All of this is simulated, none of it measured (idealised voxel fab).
process module | voxel wiring stack
cross-section cut | 275 nm wide | cells 5 nm
A cross-section is a grid of square cells, given in bands from the top down. A band is one or more rows of cells.
Each band's line starts with the height of the band's top and of its bottom, in nm. Then come its materials from left to right, each with its width in nm. One material with "throughout" fills the band from edge to edge. "air" is empty space.
Height 0 is the level under which the wafer as received is all one material. The lowest band goes on downwards, as in "0 down".
A width such as "30 to 40" changes by the same amount from each row of cells to the next, from the band's top row to its bottom row.
"no change" after a step means that no cell of the cross-section changed.
closed voids: empty space of 8 cells or more with no open way to the top, each as width x height at its distance from the left edge, in nm
after a step's settings: what the simulator itself notes on the step
overlay nm, on a step with a mask: how far to the right of its planned place the mask lay; to the left if negative
Each pair below shows a cross-section before one step and the cross-section after it, down to the lowest band that changed. The line under each pair gives the step between them, with its settings. The pairs can come from different runs of this module on the same starting wafer, so a pair continues from the pair above only where its "before" says so.
before
  90 to 85: air 45 | TiN 25 | air 15 | TiN 25 | air 15 | TiN 25 | air 15 | TiN 25 | air 15 | TiN 15 | air 55
  85 to 80: air 45 | TiN 5 | SiO2 15 | TiN 5 | air 15 | TiN 5 | SiO2 15 | TiN 5 | air 15 | TiN 5 | SiO2 15 | TiN 5 | air 15 | TiN 5 | SiO2 15 | TiN 5 | air 15 | TiN 5 | SiO2 5 | TiN 5 | air 55
  80 to 75: TiN 50 | SiO2 15 | TiN 5 | air 15 | TiN 5 | SiO2 15 | TiN 5 | air 15 | TiN 5 | SiO2 15 | TiN 5 | air 15 | TiN 5 | SiO2 15 | TiN 5 | air 15 | TiN 5 | SiO2 5 | TiN 60
  75 to 70: SiO2 65 | TiN 5 | air 15 | TiN 5 | SiO2 15 | TiN 5 | air 15 | TiN 5 | SiO2 15 | TiN 5 | air 15 | TiN 5 | SiO2 15 | TiN 5 | air 15 | TiN 5 | SiO2 65
  70 to 65: SiO2 50 | SiN 15 | TiN 25 | SiN 15 | TiN 25 | SiN 15 | TiN 25 | SiN 15 | TiN 25 | SiN 5 | SiO2 60
  65 to 60: SiO2 50 | SiN 5 | Ru 35 | SiN 5 | Ru 35 | SiN 5 | Ru 35 | SiN 5 | Ru 35 | SiN 5 | SiO2 60
  60 to 55: SiN 55 | Ru 35 | SiN 5 | Ru 35 | SiN 5 | Ru 35 | SiN 5 | Ru 35 | SiN 65
  55 to 40: lowk 65 | Ru 15 | lowk 25 | Ru 15 | lowk 25 | Ru 15 | lowk 25 | Ru 15 | lowk 75
  40 to 35: SiCN 65 | Ru 15 | SiCN 25 | Ru 15 | SiCN 25 | Ru 15 | SiCN 25 | Ru 15 | SiCN 75
  35 to 20: lowk 65 | Ru 25 | lowk 15 | Ru 25 | lowk 15 | Ru 25 | lowk 15 | Ru 25 | lowk 65
  20 to 15: lowk 65 | TiN 25 | lowk 15 | TiN 25 | lowk 15 | TiN 25 | lowk 15 | TiN 25 | lowk 65
  15 to 0: SiO2 throughout
  0 down: Si throughout
  closed voids: none
after
  95 to 90: Cu throughout
  90 to 85: Cu 45 | TiN 25 | Cu 15 | TiN 25 | Cu 15 | TiN 25 | Cu 15 | TiN 25 | Cu 15 | TiN 15 | Cu 55
  85 to 80: Cu 45 | TiN 5 | SiO2 15 | TiN 5 | Cu 15 | TiN 5 | SiO2 15 | TiN 5 | Cu 15 | TiN 5 | SiO2 15 | TiN 5 | Cu 15 | TiN 5 | SiO2 15 | TiN 5 | Cu 15 | TiN 5 | SiO2 5 | TiN 5 | Cu 55
  80 to 75: TiN 50 | SiO2 15 | TiN 5 | Cu 15 | TiN 5 | SiO2 15 | TiN 5 | Cu 15 | TiN 5 | SiO2 15 | TiN 5 | Cu 15 | TiN 5 | SiO2 15 | TiN 5 | Cu 15 | TiN 5 | SiO2 5 | TiN 60
  75 to 70: SiO2 65 | TiN 5 | Cu 15 | TiN 5 | SiO2 15 | TiN 5 | Cu 15 | TiN 5 | SiO2 15 | TiN 5 | Cu 15 | TiN 5 | SiO2 15 | TiN 5 | Cu 15 | TiN 5 | SiO2 65
  below 70: unchanged
  closed voids: none
the step between: op FILL_DEP | material Cu | thk nm 5
before: the cross-section after the pair above
after
  75 to 70: SiO2 65 | TiN 5 | Cu 15 | TiN 5 | SiO2 15 | TiN 5 | Cu 15 | TiN 5 | SiO2 15 | TiN 5 | Cu 15 | TiN 5 | SiO2 15 | TiN 5 | Cu 15 | TiN 5 | SiO2 65
  below 70: unchanged
  closed voids: none
the step between: op CMP | height nm 75
before: the cross-section after the pair above
after
  80 to 75: air 60 | Ru 35 | air 5 | Ru 35 | air 5 | Ru 35 | air 5 | Ru 35 | air 60
  below 75: unchanged
  closed voids: none
the step between: op EPI | material Ru | thk nm 5
before: the cross-section after the pair above
after
  85 to 80: SiCN throughout
  80 to 75: SiCN 60 | Ru 35 | SiCN 5 | Ru 35 | SiCN 5 | Ru 35 | SiCN 5 | Ru 35 | SiCN 60
  below 75: unchanged
  closed voids: none
the step between: op FILL_DEP | material SiCN | thk nm 5
before: the cross-section after the pair above
after
  120 to 85: SiO2 throughout
  below 85: unchanged
  closed voids: none
the step between: op DIRECTIONAL_DEP | material SiO2 | thk nm 35
before: the cross-section after the pair above
after
  120 to 100: SiO2 65 | air 25 | SiO2 15 | air 25 | SiO2 15 | air 25 | SiO2 15 | air 25 | SiO2 65
  below 100: unchanged
  closed voids: none
the step between: op MASKED_ETCH | tone open | mask id METAL_3 | width nm 25 | pitch nm 40 | etch materials SiO2 | depth nm 20 | overlay nm 0
before: the cross-section after the pair above
after
  130 to 120: aC 65 | air 25 | aC 15 | air 25 | aC 15 | air 25 | aC 15 | air 25 | aC 65
  120 to 110: SiO2 65 | air 25 | SiO2 15 | air 25 | SiO2 15 | air 25 | SiO2 15 | air 25 | SiO2 65
  110 to 100: SiO2 65 | aC 25 | SiO2 15 | aC 25 | SiO2 15 | aC 25 | SiO2 15 | aC 25 | SiO2 65
  below 100: unchanged
  closed voids: none
the step between: op DIRECTIONAL_DEP | material aC | thk nm 10
before: the cross-section after the pair above
after
  160 to 130: resist 65 | air 15 | resist 65 | air 15 | resist 115
  130 to 120: aC 65 | air 15 | resist 10 | aC 15 | resist 25 | aC 15 | air 15 | resist 10 | aC 15 | resist 25 | aC 65
  120 to 110: SiO2 65 | air 15 | resist 10 | SiO2 15 | resist 25 | SiO2 15 | air 15 | resist 10 | SiO2 15 | resist 25 | SiO2 65
  below 110: unchanged
  closed voids: none
the step between: op PATTERN | tone open | mask id METAL_3_HOLES | material resist | width nm 15 | pitch nm 80 | thk nm 30 | overlay nm 0
before: the cross-section after the pair above
after
  150 to 130: resist 65 | air 15 | resist 65 | air 15 | resist 115
  130 to 120: aC 65 | air 15 | resist 10 | aC 15 | resist 25 | aC 15 | air 15 | resist 10 | aC 15 | resist 25 | aC 65
  120 to 110: SiO2 65 | air 15 | resist 10 | SiO2 15 | resist 25 | SiO2 15 | air 15 | resist 10 | SiO2 15 | resist 25 | SiO2 65
  110 to 100: SiO2 65 | air 15 | aC 10 | SiO2 15 | aC 25 | SiO2 15 | air 15 | aC 10 | SiO2 15 | aC 25 | SiO2 65
  below 100: unchanged
  closed voids: none
the step between: op DIRECTIONAL_ETCH | etch materials aC | depth nm 10
before: the cross-section after the pair above
after
  130 to 120: aC 65 | air 25 | aC 15 | air 25 | aC 15 | air 25 | aC 15 | air 25 | aC 65
  120 to 110: SiO2 65 | air 25 | SiO2 15 | air 25 | SiO2 15 | air 25 | SiO2 15 | air 25 | SiO2 65
  below 110: unchanged
  closed voids: none
the step between: op STRIP | etch materials resist
before: the cross-section after the pair above
after
  130 to 120: aC 65 | air 25 | aC 15 | air 25 | aC 15 | air 25 | aC 15 | air 25 | aC 65
  120 to 110: SiO2 65 | air 25 | SiO2 15 | air 25 | SiO2 15 | air 25 | SiO2 15 | air 25 | SiO2 65
  110 to 100: SiO2 65 | air 15 | aC 10 | SiO2 15 | aC 25 | SiO2 15 | air 15 | aC 10 | SiO2 15 | aC 25 | SiO2 65
  100 to 85: SiO2 65 | air 15 | SiO2 65 | air 15 | SiO2 115
  below 85: unchanged
  closed voids: none
the step between: op DIRECTIONAL_ETCH | etch materials SiO2 | depth nm 15
before: the cross-section after the pair above
after
  130 to 120: aC 65 | air 25 | aC 15 | air 25 | aC 15 | air 25 | aC 15 | air 25 | aC 65
  120 to 110: SiO2 65 | air 25 | SiO2 15 | air 25 | SiO2 15 | air 25 | SiO2 15 | air 25 | SiO2 65
  110 to 100: SiO2 65 | air 15 | aC 10 | SiO2 15 | aC 25 | SiO2 15 | air 15 | aC 10 | SiO2 15 | aC 25 | SiO2 65
  100 to 85: SiO2 65 | air 15 | SiO2 65 | air 15 | SiO2 115
  85 to 80: SiCN 65 | air 15 | SiCN 65 | air 15 | SiCN 115
  below 80: unchanged
  closed voids: none
the step between: op DIRECTIONAL_ETCH | etch materials SiCN | depth nm 5
before: the cross-section after the pair above
after
  120 to 100: SiO2 65 | air 25 | SiO2 15 | air 25 | SiO2 15 | air 25 | SiO2 15 | air 25 | SiO2 65
  below 100: unchanged
  closed voids: none
the step between: op STRIP | etch materials aC
before: the cross-section after the pair above
after
  125 to 120: TiN 70 | air 15 | TiN 25 | air 15 | TiN 25 | air 15 | TiN 25 | air 15 | TiN 70
  120 to 105: SiO2 65 | TiN 5 | air 15 | TiN 5 | SiO2 15 | TiN 5 | air 15 | TiN 5 | SiO2 15 | TiN 5 | air 15 | TiN 5 | SiO2 15 | TiN 5 | air 15 | TiN 5 | SiO2 65
  105 to 100: SiO2 65 | TiN 5 | air 5 | TiN 15 | SiO2 15 | TiN 25 | SiO2 15 | TiN 5 | air 5 | TiN 15 | SiO2 15 | TiN 25 | SiO2 65
  100 to 85: SiO2 65 | TiN 5 | air 5 | TiN 5 | SiO2 65 | TiN 5 | air 5 | TiN 5 | SiO2 115
  85 to 80: SiCN 65 | TiN 15 | SiCN 65 | TiN 15 | SiCN 115
  below 80: unchanged
  closed voids: none
the step between: op CONFORMAL_DEP | material TiN | thk nm 5
before: the cross-section after the pair above
after
  130 to 125: Cu throughout
  125 to 120: TiN 70 | Cu 15 | TiN 25 | Cu 15 | TiN 25 | Cu 15 | TiN 25 | Cu 15 | TiN 70
  120 to 105: SiO2 65 | TiN 5 | Cu 15 | TiN 5 | SiO2 15 | TiN 5 | Cu 15 | TiN 5 | SiO2 15 | TiN 5 | Cu 15 | TiN 5 | SiO2 15 | TiN 5 | Cu 15 | TiN 5 | SiO2 65
  105 to 100: SiO2 65 | TiN 5 | Cu 5 | TiN 15 | SiO2 15 | TiN 25 | SiO2 15 | TiN 5 | Cu 5 | TiN 15 | SiO2 15 | TiN 25 | SiO2 65
  100 to 85: SiO2 65 | TiN 5 | Cu 5 | TiN 5 | SiO2 65 | TiN 5 | Cu 5 | TiN 5 | SiO2 115
  below 85: unchanged
  closed voids: none
the step between: op FILL_DEP | material Cu | thk nm 5
before: the cross-section after the pair above
after
  120 to 105: SiO2 65 | TiN 5 | Cu 15 | TiN 5 | SiO2 15 | TiN 5 | Cu 15 | TiN 5 | SiO2 15 | TiN 5 | Cu 15 | TiN 5 | SiO2 15 | TiN 5 | Cu 15 | TiN 5 | SiO2 65
  below 105: unchanged
  closed voids: none
the step between: op CMP | height nm 120
before: the cross-section after the pair above
after
  125 to 120: SiN throughout
  below 120: unchanged
  closed voids: none
the step between: op CONFORMAL_DEP | material SiN | thk nm 5
before
  35 to 20: lowk 65 | Ru 25 | lowk 15 | Ru 25 | lowk 15 | Ru 25 | lowk 15 | Ru 25 | lowk 65
  20 to 15: lowk 65 | TiN 25 | lowk 15 | TiN 25 | lowk 15 | TiN 25 | lowk 15 | TiN 25 | lowk 65
  15 to 0: SiO2 throughout
  0 down: Si throughout
  closed voids: none
after
  50 to 35: lowk throughout
  below 35: unchanged
  closed voids: none
the step between: op DIRECTIONAL_DEP | material lowk | thk nm 15
before: the cross-section after the pair above
after
  55 to 50: SiCN throughout
  below 50: unchanged
  closed voids: none
the step between: op CONFORMAL_DEP | material SiCN | thk nm 5
before: the cross-section after the pair above
after
  70 to 55: aC throughout
  below 55: unchanged
  closed voids: none
the step between: op DIRECTIONAL_DEP | material aC | thk nm 15
before: the cross-section after the pair above
after
  105 to 70: resist 65 | air 15 | resist 25 | air 15 | resist 25 | air 15 | resist 25 | air 15 | resist 75
  below 70: unchanged
  closed voids: none
the step between: op PATTERN | tone open | mask id PLUG_1 | material resist | width nm 15 | pitch nm 40 | thk nm 35 | overlay nm 0
before: the cross-section after the pair above
after
  90 to 70: resist 65 | air 15 | resist 25 | air 15 | resist 25 | air 15 | resist 25 | air 15 | resist 75
  70 to 55: aC 65 | air 15 | aC 25 | air 15 | aC 25 | air 15 | aC 25 | air 15 | aC 75
  below 55: unchanged
  closed voids: none
the step between: op DIRECTIONAL_ETCH | etch materials aC | depth nm 15
before: the cross-section after the pair above
after
  70 to 55: aC 65 | air 15 | aC 25 | air 15 | aC 25 | air 15 | aC 25 | air 15 | aC 75
  below 55: unchanged
  closed voids: none
the step between: op STRIP | etch materials resist
before: the cross-section after the pair above
after
  70 to 55: aC 65 | air 15 | aC 25 | air 15 | aC 25 | air 15 | aC 25 | air 15 | aC 75
  55 to 50: SiCN 65 | air 15 | SiCN 25 | air 15 | SiCN 25 | air 15 | SiCN 25 | air 15 | SiCN 75
  below 50: unchanged
  closed voids: none
the step between: op DIRECTIONAL_ETCH | etch materials SiCN | depth nm 5
before: the cross-section after the pair above
after
  55 to 50: SiCN 65 | air 15 | SiCN 25 | air 15 | SiCN 25 | air 15 | SiCN 25 | air 15 | SiCN 75
  below 50: unchanged
  closed voids: none
the step between: op STRIP | etch materials aC
before: the cross-section after the pair above
after
  60 to 55: SiN 70 | air 5 | SiN 35 | air 5 | SiN 35 | air 5 | SiN 35 | air 5 | SiN 80
  55 to 50: SiCN 65 | SiN 15 | SiCN 25 | SiN 15 | SiCN 25 | SiN 15 | SiCN 25 | SiN 15 | SiCN 75
  below 50: unchanged
  closed voids: none
the step between: op CONFORMAL_DEP | material SiN | thk nm 5
before: the cross-section after the pair above
after
  75 to 70: SiO2 70 | air 5 | SiO2 35 | air 5 | SiO2 35 | air 5 | SiO2 35 | air 5 | SiO2 80
  70 to 60: SiO2 throughout
  60 to 55: SiN 70 | SiO2 5 | SiN 35 | SiO2 5 | SiN 35 | SiO2 5 | SiN 35 | SiO2 5 | SiN 80
  below 55: unchanged
  closed voids: none
the step between: op DIRECTIONAL_DEP | material SiO2 | thk nm 15
before: the cross-section after the pair above
after
  75 to 60: SiO2 65 | air 25 | SiO2 15 | air 25 | SiO2 15 | air 25 | SiO2 15 | air 25 | SiO2 65
  60 to 55: SiN 70 | air 5 | SiN 35 | air 5 | SiN 35 | air 5 | SiN 35 | air 5 | SiN 80
  below 55: unchanged
  closed voids: none
the step between: op MASKED_ETCH | tone open | mask id METAL_2 | width nm 25 | pitch nm 40 | etch materials SiO2 | depth nm 15 | overlay nm 0
before: the cross-section after the pair above
after
  75 to 60: SiO2 65 | air 25 | SiO2 15 | air 25 | SiO2 15 | air 25 | SiO2 15 | air 25 | SiO2 65
  60 to 55: SiN 65 | air 25 | SiN 15 | air 25 | SiN 15 | air 25 | SiN 15 | air 25 | SiN 65
  55 to 50: SiCN 65 | SiN 5 | air 5 | SiN 5 | SiCN 25 | SiN 5 | air 5 | SiN 5 | SiCN 25 | SiN 5 | air 5 | SiN 5 | SiCN 25 | SiN 5 | air 5 | SiN 5 | SiCN 75
  below 50: unchanged
  closed voids: none
the step between: op MASKED_ETCH | tone open | mask id METAL_2 | width nm 25 | pitch nm 40 | etch materials SiN | depth nm 5 | overlay nm 0
before: the cross-section after the pair above
after
  80 to 75: TiN 70 | air 15 | TiN 25 | air 15 | TiN 25 | air 15 | TiN 25 | air 15 | TiN 70
  75 to 60: SiO2 65 | TiN 5 | air 15 | TiN 5 | SiO2 15 | TiN 5 | air 15 | TiN 5 | SiO2 15 | TiN 5 | air 15 | TiN 5 | SiO2 15 | TiN 5 | air 15 | TiN 5 | SiO2 65
  60 to 55: SiN 65 | TiN 25 | SiN 15 | TiN 25 | SiN 15 | TiN 25 | SiN 15 | TiN 25 | SiN 65
  55 to 50: SiCN 65 | SiN 5 | TiN 5 | SiN 5 | SiCN 25 | SiN 5 | TiN 5 | SiN 5 | SiCN 25 | SiN 5 | TiN 5 | SiN 5 | SiCN 25 | SiN 5 | TiN 5 | SiN 5 | SiCN 75
  below 50: unchanged
  closed voids: none
the step between: op CONFORMAL_DEP | material TiN | thk nm 5
before: the cross-section after the pair above
after
  85 to 80: Cu throughout
  80 to 75: TiN 70 | Cu 15 | TiN 25 | Cu 15 | TiN 25 | Cu 15 | TiN 25 | Cu 15 | TiN 70
  75 to 60: SiO2 65 | TiN 5 | Cu 15 | TiN 5 | SiO2 15 | TiN 5 | Cu 15 | TiN 5 | SiO2 15 | TiN 5 | Cu 15 | TiN 5 | SiO2 15 | TiN 5 | Cu 15 | TiN 5 | SiO2 65
  below 60: unchanged
  closed voids: none
the step between: op FILL_DEP | material Cu | thk nm 5
before: the cross-section after the pair above
after
  75 to 60: SiO2 65 | TiN 5 | Cu 15 | TiN 5 | SiO2 15 | TiN 5 | Cu 15 | TiN 5 | SiO2 15 | TiN 5 | Cu 15 | TiN 5 | SiO2 15 | TiN 5 | Cu 15 | TiN 5 | SiO2 65
  below 60: unchanged
  closed voids: none
the step between: op CMP | height nm 75
before: the cross-section after the pair above
after
  80 to 75: air 60 | Ru 35 | air 5 | Ru 35 | air 5 | Ru 35 | air 5 | Ru 35 | air 60
  below 75: unchanged
  closed voids: none
the step between: op EPI | material Ru | thk nm 5
before: the cross-section after the pair above
after
  85 to 80: SiCN throughout
  80 to 75: SiCN 60 | Ru 35 | SiCN 5 | Ru 35 | SiCN 5 | Ru 35 | SiCN 5 | Ru 35 | SiCN 60
  below 75: unchanged
  closed voids: none
the step between: op FILL_DEP | material SiCN | thk nm 5
before: the cross-section after the pair above
after
  120 to 85: SiO2 throughout
  below 85: unchanged
  closed voids: none
the step between: op DIRECTIONAL_DEP | material SiO2 | thk nm 35
before: the cross-section after the pair above
after
  120 to 100: SiO2 65 | air 25 | SiO2 15 | air 25 | SiO2 15 | air 25 | SiO2 15 | air 25 | SiO2 65
  below 100: unchanged
  closed voids: none
the step between: op MASKED_ETCH | tone open | mask id METAL_3 | width nm 25 | pitch nm 40 | etch materials SiO2 | depth nm 20 | overlay nm 0
before: the cross-section after the pair above
after
  130 to 120: aC 65 | air 25 | aC 15 | air 25 | aC 15 | air 25 | aC 15 | air 25 | aC 65
  120 to 110: SiO2 65 | air 25 | SiO2 15 | air 25 | SiO2 15 | air 25 | SiO2 15 | air 25 | SiO2 65
  110 to 100: SiO2 65 | aC 25 | SiO2 15 | aC 25 | SiO2 15 | aC 25 | SiO2 15 | aC 25 | SiO2 65
  below 100: unchanged
  closed voids: none
the step between: op DIRECTIONAL_DEP | material aC | thk nm 10
before: the cross-section after the pair above
after
  160 to 130: resist 65 | air 15 | resist 65 | air 15 | resist 115
  130 to 120: aC 65 | air 15 | resist 10 | aC 15 | resist 25 | aC 15 | air 15 | resist 10 | aC 15 | resist 25 | aC 65
  120 to 110: SiO2 65 | air 15 | resist 10 | SiO2 15 | resist 25 | SiO2 15 | air 15 | resist 10 | SiO2 15 | resist 25 | SiO2 65
  below 110: unchanged
  closed voids: none
the step between: op PATTERN | tone open | mask id METAL_3_HOLES | material resist | width nm 15 | pitch nm 80 | thk nm 30 | overlay nm 0
before: the cross-section after the pair above
after
  150 to 130: resist 65 | air 15 | resist 65 | air 15 | resist 115
  130 to 120: aC 65 | air 15 | resist 10 | aC 15 | resist 25 | aC 15 | air 15 | resist 10 | aC 15 | resist 25 | aC 65
  120 to 110: SiO2 65 | air 15 | resist 10 | SiO2 15 | resist 25 | SiO2 15 | air 15 | resist 10 | SiO2 15 | resist 25 | SiO2 65
  110 to 100: SiO2 65 | air 15 | aC 10 | SiO2 15 | aC 25 | SiO2 15 | air 15 | aC 10 | SiO2 15 | aC 25 | SiO2 65
  below 100: unchanged
  closed voids: none
the step between: op DIRECTIONAL_ETCH | etch materials aC | depth nm 10
before: the cross-section after the pair above
after
  130 to 120: aC 65 | air 25 | aC 15 | air 25 | aC 15 | air 25 | aC 15 | air 25 | aC 65
  120 to 110: SiO2 65 | air 25 | SiO2 15 | air 25 | SiO2 15 | air 25 | SiO2 15 | air 25 | SiO2 65
  below 110: unchanged
  closed voids: none
the step between: op STRIP | etch materials resist
before: the cross-section after the pair above
after
  130 to 120: aC 65 | air 25 | aC 15 | air 25 | aC 15 | air 25 | aC 15 | air 25 | aC 65
  120 to 110: SiO2 65 | air 25 | SiO2 15 | air 25 | SiO2 15 | air 25 | SiO2 15 | air 25 | SiO2 65
  110 to 100: SiO2 65 | air 15 | aC 10 | SiO2 15 | aC 25 | SiO2 15 | air 15 | aC 10 | SiO2 15 | aC 25 | SiO2 65
  100 to 85: SiO2 65 | air 15 | SiO2 65 | air 15 | SiO2 115
  below 85: unchanged
  closed voids: none
the step between: op DIRECTIONAL_ETCH | etch materials SiO2 | depth nm 15
before: the cross-section after the pair above
after
  130 to 120: aC 65 | air 25 | aC 15 | air 25 | aC 15 | air 25 | aC 15 | air 25 | aC 65
  120 to 110: SiO2 65 | air 25 | SiO2 15 | air 25 | SiO2 15 | air 25 | SiO2 15 | air 25 | SiO2 65
  110 to 100: SiO2 65 | air 15 | aC 10 | SiO2 15 | aC 25 | SiO2 15 | air 15 | aC 10 | SiO2 15 | aC 25 | SiO2 65
  100 to 85: SiO2 65 | air 15 | SiO2 65 | air 15 | SiO2 115
  85 to 80: SiCN 65 | air 15 | SiCN 65 | air 15 | SiCN 115
  below 80: unchanged
  closed voids: none
the step between: op DIRECTIONAL_ETCH | etch materials SiCN | depth nm 5
before: the cross-section after the pair above
after
  120 to 100: SiO2 65 | air 25 | SiO2 15 | air 25 | SiO2 15 | air 25 | SiO2 15 | air 25 | SiO2 65
  below 100: unchanged
  closed voids: none
the step between: op STRIP | etch materials aC
before: the cross-section after the pair above
after
  125 to 120: TiN 70 | air 15 | TiN 25 | air 15 | TiN 25 | air 15 | TiN 25 | air 15 | TiN 70
  120 to 105: SiO2 65 | TiN 5 | air 15 | TiN 5 | SiO2 15 | TiN 5 | air 15 | TiN 5 | SiO2 15 | TiN 5 | air 15 | TiN 5 | SiO2 15 | TiN 5 | air 15 | TiN 5 | SiO2 65
  105 to 100: SiO2 65 | TiN 5 | air 5 | TiN 15 | SiO2 15 | TiN 25 | SiO2 15 | TiN 5 | air 5 | TiN 15 | SiO2 15 | TiN 25 | SiO2 65
  100 to 85: SiO2 65 | TiN 5 | air 5 | TiN 5 | SiO2 65 | TiN 5 | air 5 | TiN 5 | SiO2 115
  85 to 80: SiCN 65 | TiN 15 | SiCN 65 | TiN 15 | SiCN 115
  below 80: unchanged
  closed voids: none
the step between: op CONFORMAL_DEP | material TiN | thk nm 5
before: the cross-section after the pair above
after
  130 to 125: Cu throughout
  125 to 120: TiN 70 | Cu 15 | TiN 25 | Cu 15 | TiN 25 | Cu 15 | TiN 25 | Cu 15 | TiN 70
  120 to 105: SiO2 65 | TiN 5 | Cu 15 | TiN 5 | SiO2 15 | TiN 5 | Cu 15 | TiN 5 | SiO2 15 | TiN 5 | Cu 15 | TiN 5 | SiO2 15 | TiN 5 | Cu 15 | TiN 5 | SiO2 65
  105 to 100: SiO2 65 | TiN 5 | Cu 5 | TiN 15 | SiO2 15 | TiN 25 | SiO2 15 | TiN 5 | Cu 5 | TiN 15 | SiO2 15 | TiN 25 | SiO2 65
  100 to 85: SiO2 65 | TiN 5 | Cu 5 | TiN 5 | SiO2 65 | TiN 5 | Cu 5 | TiN 5 | SiO2 115
  below 85: unchanged
  closed voids: none
the step between: op FILL_DEP | material Cu | thk nm 5
before: the cross-section after the pair above
after
  120 to 105: SiO2 65 | TiN 5 | Cu 15 | TiN 5 | SiO2 15 | TiN 5 | Cu 15 | TiN 5 | SiO2 15 | TiN 5 | Cu 15 | TiN 5 | SiO2 15 | TiN 5 | Cu 15 | TiN 5 | SiO2 65
  below 105: unchanged
  closed voids: none
the step between: op CMP | height nm 120
before: the cross-section after the pair above
after
  125 to 120: SiN throughout
  below 120: unchanged
  closed voids: none
the step between: op CONFORMAL_DEP | material SiN | thk nm 5
before
  55 to 40: lowk 65 | Ru 15 | lowk 25 | Ru 15 | lowk 25 | Ru 15 | lowk 25 | Ru 15 | lowk 75
  40 to 35: SiCN 65 | Ru 15 | SiCN 25 | Ru 15 | SiCN 25 | Ru 15 | SiCN 25 | Ru 15 | SiCN 75
  35 to 20: lowk 65 | Ru 25 | lowk 15 | Ru 25 | lowk 15 | Ru 25 | lowk 15 | Ru 25 | lowk 65
  20 to 15: lowk 65 | TiN 25 | lowk 15 | TiN 25 | lowk 15 | TiN 25 | lowk 15 | TiN 25 | lowk 65
  15 to 0: SiO2 throughout
  0 down: Si throughout
  closed voids: none
after
  70 to 55: SiN throughout
  below 55: unchanged
  closed voids: none
the step between: op CONFORMAL_DEP | material SiN | thk nm 15
before: the cross-section after the pair above
after
  85 to 70: SiO2 throughout
  below 70: unchanged
  closed voids: none
the step between: op DIRECTIONAL_DEP | material SiO2 | thk nm 15
before: the cross-section after the pair above
after
  85 to 70: SiO2 65 | air 25 | SiO2 15 | air 25 | SiO2 15 | air 25 | SiO2 15 | air 25 | SiO2 65
  below 70: unchanged
  closed voids: none
the step between: op MASKED_ETCH | tone open | mask id METAL_2 | width nm 25 | pitch nm 40 | etch materials SiO2 | depth nm 15 | overlay nm 0
before: the cross-section after the pair above
after
  85 to 70: SiO2 65 | air 25 | SiO2 15 | air 25 | SiO2 15 | air 25 | SiO2 15 | air 25 | SiO2 65
  70 to 65: SiN 65 | air 25 | SiN 15 | air 25 | SiN 15 | air 25 | SiN 15 | air 25 | SiN 65
  below 65: unchanged
  closed voids: none
the step between: op MASKED_ETCH | tone open | mask id METAL_2 | width nm 25 | pitch nm 40 | etch materials SiN | depth nm 5 | overlay nm 0
before: the cross-section after the pair above
after
  90 to 85: TiN 70 | air 15 | TiN 25 | air 15 | TiN 25 | air 15 | TiN 25 | air 15 | TiN 70
  85 to 70: SiO2 65 | TiN 5 | air 15 | TiN 5 | SiO2 15 | TiN 5 | air 15 | TiN 5 | SiO2 15 | TiN 5 | air 15 | TiN 5 | SiO2 15 | TiN 5 | air 15 | TiN 5 | SiO2 65
  70 to 65: SiN 65 | TiN 25 | SiN 15 | TiN 25 | SiN 15 | TiN 25 | SiN 15 | TiN 25 | SiN 65
  below 65: unchanged
  closed voids: none
the step between: op CONFORMAL_DEP | material TiN | thk nm 5
before: the cross-section after the pair above
after
  95 to 90: Cu throughout
  90 to 85: TiN 70 | Cu 15 | TiN 25 | Cu 15 | TiN 25 | Cu 15 | TiN 25 | Cu 15 | TiN 70
  85 to 70: SiO2 65 | TiN 5 | Cu 15 | TiN 5 | SiO2 15 | TiN 5 | Cu 15 | TiN 5 | SiO2 15 | TiN 5 | Cu 15 | TiN 5 | SiO2 15 | TiN 5 | Cu 15 | TiN 5 | SiO2 65
  below 70: unchanged
  closed voids: none
the step between: op FILL_DEP | material Cu | thk nm 5
before: the cross-section after the pair above
after
  75 to 70: SiO2 65 | TiN 5 | Cu 15 | TiN 5 | SiO2 15 | TiN 5 | Cu 15 | TiN 5 | SiO2 15 | TiN 5 | Cu 15 | TiN 5 | SiO2 15 | TiN 5 | Cu 15 | TiN 5 | SiO2 65
  below 70: unchanged
  closed voids: none
the step between: op CMP | height nm 75
before: the cross-section after the pair above
after
  80 to 75: air 60 | Ru 35 | air 5 | Ru 35 | air 5 | Ru 35 | air 5 | Ru 35 | air 60
  below 75: unchanged
  closed voids: none
the step between: op EPI | material Ru | thk nm 5
before: the cross-section after the pair above
after
  85 to 80: SiCN throughout
  80 to 75: SiCN 60 | Ru 35 | SiCN 5 | Ru 35 | SiCN 5 | Ru 35 | SiCN 5 | Ru 35 | SiCN 60
  below 75: unchanged
  closed voids: none
the step between: op FILL_DEP | material SiCN | thk nm 5
before: the cross-section after the pair above
after
  120 to 85: SiO2 throughout
  below 85: unchanged
  closed voids: none
the step between: op DIRECTIONAL_DEP | material SiO2 | thk nm 35
before: the cross-section after the pair above
after
  120 to 100: SiO2 65 | air 25 | SiO2 15 | air 25 | SiO2 15 | air 25 | SiO2 15 | air 25 | SiO2 65
  below 100: unchanged
  closed voids: none
the step between: op MASKED_ETCH | tone open | mask id METAL_3 | width nm 25 | pitch nm 40 | etch materials SiO2 | depth nm 20 | overlay nm 0
before: the cross-section after the pair above
after
  130 to 120: aC 65 | air 25 | aC 15 | air 25 | aC 15 | air 25 | aC 15 | air 25 | aC 65
  120 to 110: SiO2 65 | air 25 | SiO2 15 | air 25 | SiO2 15 | air 25 | SiO2 15 | air 25 | SiO2 65
  110 to 100: SiO2 65 | aC 25 | SiO2 15 | aC 25 | SiO2 15 | aC 25 | SiO2 15 | aC 25 | SiO2 65
  below 100: unchanged
  closed voids: none
the step between: op DIRECTIONAL_DEP | material aC | thk nm 10
before: the cross-section after the pair above
after
  160 to 130: resist 65 | air 15 | resist 65 | air 15 | resist 115
  130 to 120: aC 65 | air 15 | resist 10 | aC 15 | resist 25 | aC 15 | air 15 | resist 10 | aC 15 | resist 25 | aC 65
  120 to 110: SiO2 65 | air 15 | resist 10 | SiO2 15 | resist 25 | SiO2 15 | air 15 | resist 10 | SiO2 15 | resist 25 | SiO2 65
  below 110: unchanged
  closed voids: none
the step between: op PATTERN | tone open | mask id METAL_3_HOLES | material resist | width nm 15 | pitch nm 80 | thk nm 30 | overlay nm 0
before: the cross-section after the pair above
after
  150 to 130: resist 65 | air 15 | resist 65 | air 15 | resist 115
  130 to 120: aC 65 | air 15 | resist 10 | aC 15 | resist 25 | aC 15 | air 15 | resist 10 | aC 15 | resist 25 | aC 65
  120 to 110: SiO2 65 | air 15 | resist 10 | SiO2 15 | resist 25 | SiO2 15 | air 15 | resist 10 | SiO2 15 | resist 25 | SiO2 65
  110 to 100: SiO2 65 | air 15 | aC 10 | SiO2 15 | aC 25 | SiO2 15 | air 15 | aC 10 | SiO2 15 | aC 25 | SiO2 65
  below 100: unchanged
  closed voids: none
the step between: op DIRECTIONAL_ETCH | etch materials aC | depth nm 10
